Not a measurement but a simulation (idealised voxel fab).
Name of the process module below: voxel ribs on slabs
The cross-section on display is named cut; it measures 285 nm wide, and its cells are 5 nm squares.
In what follows, cross-sections appear as grids of square cells, described through bands that run from the top down, where every band is one or more rows of cells.
Read a band's entry like this: the first values are the height of its top and the height of its bottom in nm, and what follows is the sequence of materials from left to right, each with its width in nm. Note that "empty" is empty space, and that a single material marked "all across" reaches across the band from edge to edge.
Height is counted from the level 0, under which the received wafer is composed throughout of one material. The lowest of the bands is not closed at the bottom but continues downward, in the notation "0 and below".
So if you see something like "30->40" for the width, read it as the top row of the band sitting at the first number and the bottom row at the second, with every row in between moving by the same amount as the last.
Key: "stayed the same" - step with no changed cell in the cross-section.
"Closed empty spaces" specifies each empty space that is not open to the top and that occupies no fewer than 8 cells, using the form width x height at distance, the distance measured from the left edge and all three quantities in nm.
Heads up: the bit after the settings on a step's line is the simulator's remark on that step.
A step line may carry the setting "overlay nm", which, for steps involving a mask, states the distance by which the mask lay to the right of its intended position; negative values denote displacement to the left.

-- Set out below are the planned steps of the process
| 1 | RECEIVE | material Si |
| 2 | DIRECTIONAL_DEP | material SiO2 | thk nm 20 |
| 3 | DIRECTIONAL_DEP | material polySi | thk nm 25 |
| 4 | DIRECTIONAL_DEP | material aC | thk nm 15 |
| 5 | PATTERN | tone cover | mask id RIB | material resist | width nm 20 | thk nm 35 | overlay nm 0 |
| 6 | DIRECTIONAL_ETCH | etch materials aC | depth nm 15 |
| 7 | STRIP | etch materials resist |
| 8 | DIRECTIONAL_ETCH | etch materials polySi | depth nm 20 |
| 9 | STRIP | etch materials aC |
| 10 | MASKED_ETCH | tone cover | mask id SLAB | width nm 60 | etch materials polySi | depth nm 5 | overlay nm 0 |
| 11 | FILL_DEP | material SiO2 | thk nm 25 |
| 12 | CMP | height nm 60 |
| 13 | DIRECTIONAL_DEP | material W | thk nm 10 |
| 14 | DIRECTIONAL_DEP | material aC | thk nm 15 |
| 15 | PATTERN | tone cover | mask id HEATER | material resist | width nm 20 | thk nm 35 | overlay nm 0 |
| 16 | DIRECTIONAL_ETCH | etch materials aC | depth nm 15 |
| 17 | STRIP | etch materials resist |
| 18 | DIRECTIONAL_ETCH | etch materials W | depth nm 10 |
| 19 | STRIP | etch materials aC |
| 20 | CONFORMAL_DEP | material SiO2 | thk nm 10 |
Variable across wafers: step 15 width nm (plan value is that of the first wafer; starting state common to all).

-- As received, i.e. after step 1: cross-section through the first of several wafers
- 0 and below = Si all across
- Closed empty spaces: none

-- Below: a row per wafer. Contents at end of module: for every material, cells gained since receipt (+) or lost since receipt (-); then closed voids
width nm 20, +778 SiO2, +8 W, +28 polySi, Closed empty spaces: none
width nm 25, +778 SiO2, +10 W, +28 polySi, Closed empty spaces: none
width nm 30, +778 SiO2, +12 W, +28 polySi, Closed empty spaces: none
width nm 35, +778 SiO2, +14 W, +28 polySi, Closed empty spaces: none
width nm 40, +778 SiO2, +16 W, +28 polySi, Closed empty spaces: none
width nm 45, +778 SiO2, +18 W, +28 polySi, Closed empty spaces: none
